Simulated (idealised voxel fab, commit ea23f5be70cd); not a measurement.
Name of the process module below: voxel double patterning
Section cut is 180 nm wide and gridded with 5 nm square cells.
Just so we're on the same page, the cross-sections are grids of square cells, and they're listed out in bands top to bottom, each band one or more rows deep.
For a band, the entry starts with two heights in nm, that of the top and then that of the bottom, and carries on with the band's materials in order from left to right, each alongside its width in nm; the word "edge to edge" beside a single material means it fills the band edge to edge, and "empty" means empty space.
A quick word on heights: they are counted from 0, and under that level the wafer as it came to us is one material throughout. The lowest band is different from the rest in having no bottom; it simply continues downward, written as in "0 and below".
Read "30 to 40" as a graded width: first number on top, second number at the bottom, same change between each pair of neighbouring rows.
"no alteration", as given for a step, is the statement that not any cell of the cross-section underwent a change during that step.
Empty spaces counting at least 8 cells and having no open way to the top are listed in "Trapped cavities". The notation width x height at distance is used for each, the distance being from the left edge and all three values in nm.
Heads up: the bit after the settings on a step's line is the simulator's remark on that step.
On any step carrying a mask, the "overlay nm" setting, if present on the step's line, tells how far right of its planned place the mask lay; negative values point to the left.

The steps planned for the process are as follows:
1. RECEIVE: material Si
2. CONFORMAL_DEP: material SiO2, thk nm 5
3. DIRECTIONAL_DEP: material W, thk nm 20
4. DIRECTIONAL_DEP: material SiCN, thk nm 5
5. MASKED_ETCH: tone open, mask id FIRST, width nm 15, pitch nm 50, etch materials SiCN, depth nm 5, overlay nm 0
6. PATTERN: tone open, mask id SECOND, material resist, width nm 15, pitch nm 50, thk nm 15, overlay nm 0
7. DIRECTIONAL_ETCH: etch materials SiCN, depth nm 5
8. STRIP: etch materials resist
9. DIRECTIONAL_ETCH: etch materials W, depth nm 20
10. STRIP: etch materials SiCN

Cross-section: wafer on arrival = after step 1:
* 0 and below: Si edge to edge
* Trapped cavities: none

Here's the wafer cut in cross-section after the module, started and planned just like above, except one thing was done wrong in the run:
* 30 down to 10: 30 nm W  15 nm empty  10 nm W  15 nm empty  10 nm W  15 nm empty  10 nm W  15 nm empty  10 nm W  15 nm empty  35 nm W
* 10 down to 5: W edge to edge
* 5 down to 0: SiO2 edge to edge
* 0 and below: Si edge to edge
* Trapped cavities: none
The mistake made against the process plan was this: rather than as planned, step 3 actually ran as DIRECTIONAL_DEP: material W, thk nm 25
